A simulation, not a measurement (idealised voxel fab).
The name of this process module is voxel self aligned vias.
The width of the displayed cross-section, cut, is 260 nm; its cells are square, with a size of 5 nm.
Think of the cross-section as a grid of square cells. We describe it in bands, top to bottom, and each band covers one or more rows of those cells.
Top height, bottom height, nm. Materials left to right, width each, nm. Single material + "throughout" = fills band edge to edge. "empty" = empty.
Ref level 0: as-received wafer is one material below here. Bottom band extends down with no lower bound ("0 and below").
A two-number width, for instance "30 to 40", indicates that the width is equal to the first number in the top row of the band and to the second number in the bottom row, and that it changes by a constant amount per row of cells.
It should be understood that the words "stayed the same", when stated for a given step, signify that the cross-section underwent no change in any of its cells during that step.
Listed in "Closed void register": every empty space of 8 or more cells without an open way to the top. Form: width x height at distance, the distance being from the left edge, all in nm.
The remark found on a step's line after its settings is issued by the simulator itself and pertains to that step.
The line of a step may include "overlay nm". On a step with a mask, this value is how far to the right of its planned place the mask lay. A negative value means the mask lay to the left.
-- Steps planned for the process
1 RECEIVE,material Si
2 CONFORMAL_DEP,material SiO2,thk nm 15
3 CONFORMAL_DEP,material SiCN,thk nm 5
4 DIRECTIONAL_DEP,material SiO2,thk nm 20
5 DIRECTIONAL_DEP,material aC,thk nm 10
6 PATTERN,tone open,mask id LINES,material resist,width nm 30,pitch nm 60,thk nm 25,overlay nm 0
7 DIRECTIONAL_ETCH,etch materials aC,depth nm 10
8 STRIP,etch materials resist
9 DIRECTIONAL_ETCH,etch materials SiO2,depth nm 20
10 STRIP,etch materials aC
11 CONFORMAL_DEP,material TiN,thk nm 5
12 FILL_DEP,material Ru,thk nm 5
13 CMP,height nm 40
14 SELECTIVE_ETCH,etch materials W Ru TiN,depth nm 5
15 FILL_DEP,material SiN,thk nm 10
16 CMP,height nm 40
17 DIRECTIONAL_DEP,material SiO2,thk nm 15
18 MASKED_ETCH,tone open,mask id VIAS,width nm 40,pitch nm 120,etch materials SiO2,depth nm 15,overlay nm 0
19 MASKED_ETCH,tone open,mask id VIAS,width nm 40,pitch nm 120,etch materials SiN,depth nm 5,overlay nm 0
20 CONFORMAL_DEP,material TiN,thk nm 5
21 FILL_DEP,material Ru,thk nm 10
22 CMP,height nm 55
23 CONFORMAL_DEP,material SiN,thk nm 5
The wafers are alike at the start. At step 3, their thk nm differs. The plan lists the first wafer's value.
-- The first of several wafers in cross-section, exactly as it reached us after step 1
* 0 and below | Si throughout
* Closed void register: none
-- Here's the first of several wafers in cross-section, end of the module, after the last step, step 23
* 60 down to 55 | SiN throughout
* 55 down to 45 | SiO2: 50, TiN: 5, Ru: 30, TiN: 5, SiO2: 80, TiN: 5, Ru: 30, TiN: 5, SiO2: 50
* 45 down to 40 | SiO2: 50, TiN: 10, Ru: 20, TiN: 10, SiO2: 80, TiN: 10, Ru: 20, TiN: 10, SiO2: 50
* 40 down to 35 | SiO2: 55, TiN: 30, SiO2: 30, SiN: 30, SiO2: 30, TiN: 30, SiO2: 55
* 35 down to 25 | SiO2: 55, TiN: 5, Ru: 20, TiN: 5, SiO2: 30, TiN: 5, Ru: 20, TiN: 5, SiO2: 30, TiN: 5, Ru: 20, TiN: 5, SiO2: 55
* 25 down to 20 | SiO2: 55, TiN: 30, SiO2: 30, TiN: 30, SiO2: 30, TiN: 30, SiO2: 55
* 20 down to 15 | SiCN throughout
* 15 down to 0 | SiO2 throughout
* 0 and below | Si throughout
* Closed void register: none
-- Sectional view of the last wafer upon completion of the module
* 60 down to 55 | SiN throughout
* 55 down to 45 | SiO2: 50, TiN: 5, Ru: 30, TiN: 5, SiO2: 80, TiN: 5, Ru: 30, TiN: 5, SiO2: 50
* 45 down to 40 | SiO2: 50, TiN: 10, Ru: 20, TiN: 10, SiO2: 80, TiN: 10, Ru: 20, TiN: 10, SiO2: 50
* 40 down to 35 | SiO2: 55, TiN: 30, SiO2: 30, SiN: 30, SiO2: 30, TiN: 30, SiO2: 55
* 35 down to 15 | SiCN throughout
* 15 down to 0 | SiO2 throughout
* 0 and below | Si throughout
* Closed void register: none
-- Below is a per-wafer table. In it, each row describes the wafer at the end of the module by giving, for each material, the number of cells gained (+) or lost (-) since the wafer was received, and after that the closed voids of the wafer
thk nm 5, +56 Ru, +52 SiCN, +58 SiN, +400 SiO2, +58 TiN, Closed void register: none
thk nm 10, +44 Ru, +104 SiCN, +58 SiN, +366 SiO2, +52 TiN, Closed void register: none
thk nm 15, +32 Ru, +156 SiCN, +58 SiN, +332 SiO2, +46 TiN, Closed void register: none
thk nm 20, +32 Ru, +208 SiCN, +58 SiN, +298 SiO2, +28 TiN, Closed void register: none
